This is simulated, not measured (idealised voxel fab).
Title: Process Module voxel air gaps
Displayed cross-section: cut, width of 265 nm, square cells sized 5 nm.
In this document a cross-section is written as a grid of square cells. It is given as a series of bands, listed from the top down, and a band is one or more rows of cells.
Basically the band line says how high the top is and how high the bottom is, in nm, and then what's in it from left to right, every material with its width in nm. Empty space shows up as "air", and if a single material carries "everywhere" it runs the full band edge to edge.
Height is counted from the level 0, under which the received wafer is composed throughout of one material. The lowest of the bands is not closed at the bottom but continues downward, in the notation "from 0 down".
A two-number width, for instance "30..40", indicates that the width is equal to the first number in the top row of the band and to the second number in the bottom row, and that it changes by a constant amount per row of cells.
The designation "everything unchanged", where it is given for a processing step, indicates that no cell of the cross-section was altered in the course of that step.
Any empty space of 8 cells or more lacking an open way to the top shows up in "Enclosed internal cavities" as width x height at distance, distance from the left edge, in nm.
after a step's settings: what the simulator itself notes on the step
You can add "overlay nm" to a step's line. For a step with a mask, it describes how far the mask lay to the right of its planned position, and a negative number describes a lay to the left.

-- The process steps that were planned are listed below
- 1: RECEIVE with material Si
- 2: CONFORMAL_DEP with material SiO2, thk nm 10
- 3: CONFORMAL_DEP with material SiN, thk nm 5
- 4: DIRECTIONAL_DEP with material lowk, thk nm 40
- 5: PATTERN with tone open, mask id LINES, material resist, width nm 15, pitch nm 45, thk nm 15, overlay nm 0
- 6: DIRECTIONAL_ETCH with etch materials lowk, depth nm 40
- 7: STRIP with etch materials resist
- 8: CONFORMAL_DEP with material TiN, thk nm 5
- 9: FILL_DEP with material Cu, thk nm 5
- 10: CMP with height nm 55
- 11: EPI with material Ru, thk nm 10
- 12: SELECTIVE_ETCH with etch materials lowk, depth nm 50
- 13: CONFORMAL_DEP with material SiN, thk nm 5
The plan shows the width nm of step 5 as the first wafer had it; this setting differs between the wafers, which start out alike.

-- Cross-sectional view of the first of several wafers in the as-received condition, corresponding to the state following step 1
* from 0 down | Si everywhere
* Enclosed internal cavities: none

-- Here's the first of several wafers in cross-section, end of the module, after the last step, step 13
* from 70 to 65 | air (45) | SiN (180) | air (40)
* from 65 to 55 | air (45) | SiN (5) | Ru (35) | SiN (10) | Ru (35) | SiN (10) | Ru (35) | SiN (10) | Ru (35) | SiN (5) | air (40)
* from 55 to 50 | air (45) | SiN (15) | TiN (5) | Cu (5) | TiN (5) | SiN (30) | TiN (5) | Cu (5) | TiN (5) | SiN (30) | TiN (5) | Cu (5) | TiN (5) | SiN (30) | TiN (5) | Cu (5) | TiN (5) | SiN (15) | air (40)
* from 50 to 20 | air (55) | SiN (5) | TiN (5) | Cu (5) | TiN (5) | SiN (5) | air (20) | SiN (5) | TiN (5) | Cu (5) | TiN (5) | SiN (5) | air (20) | SiN (5) | TiN (5) | Cu (5) | TiN (5) | SiN (5) | air (20) | SiN (5) | TiN (5) | Cu (5) | TiN (5) | SiN (5) | air (50)
* from 20 to 15 | SiN (60) | TiN (15) | SiN (30) | TiN (15) | SiN (30) | TiN (15) | SiN (30) | TiN (15) | SiN (55)
* from 15 to 10 | SiN everywhere
* from 10 to 0 | SiO2 everywhere
* from 0 down | Si everywhere
* Enclosed internal cavities: 20 x 30 at 80; 20 x 30 at 125; 20 x 30 at 170

-- Final wafer cross-section at module end
* from 70 to 65 | air (35) | SiN (195) | air (35)
* from 65 to 55 | air (35) | SiN (5) | Ru (185) | SiN (5) | air (35)
* from 55 to 50 | air (35) | SiN (15) | TiN (5) | Cu (20) | TiN (5) | lowk (15) | TiN (5) | Cu (20) | TiN (5) | lowk (15) | TiN (5) | Cu (20) | TiN (5) | lowk (15) | TiN (5) | Cu (20) | TiN (5) | SiN (15) | air (35)
* from 50 to 20 | air (45) | SiN (5) | TiN (5) | Cu (20) | TiN (5) | lowk (15) | TiN (5) | Cu (20) | TiN (5) | lowk (15) | TiN (5) | Cu (20) | TiN (5) | lowk (15) | TiN (5) | Cu (20) | TiN (5) | SiN (5) | air (45)
* from 20 to 15 | SiN (50) | TiN (30) | lowk (15) | TiN (30) | lowk (15) | TiN (30) | lowk (15) | TiN (30) | SiN (50)
* from 15 to 10 | SiN everywhere
* from 10 to 0 | SiO2 everywhere
* from 0 down | Si everywhere
* Enclosed internal cavities: none

-- Each row below is a wafer at the end of the module, listing for every material the number of cells it has gained (+) or lost (-) since it was received, followed by its closed voids
width nm 15 | +28 Cu | +56 Ru | +218 SiN | +106 SiO2 | +68 TiN | Enclosed internal cavities: 20 x 30 at 80; 20 x 30 at 125; 20 x 30 at 170
width nm 20 | +56 Cu | +64 Ru | +206 SiN | +106 SiO2 | +72 TiN | Enclosed internal cavities: 15 x 30 at 80; 15 x 30 at 125; 15 x 30 at 170
width nm 25 | +84 Cu | +72 Ru | +134 SiN | +106 SiO2 | +76 TiN | +96 lowk | Enclosed internal cavities: none
width nm 30 | +112 Cu | +74 Ru | +134 SiN | +106 SiO2 | +80 TiN | +72 lowk | Enclosed internal cavities: none
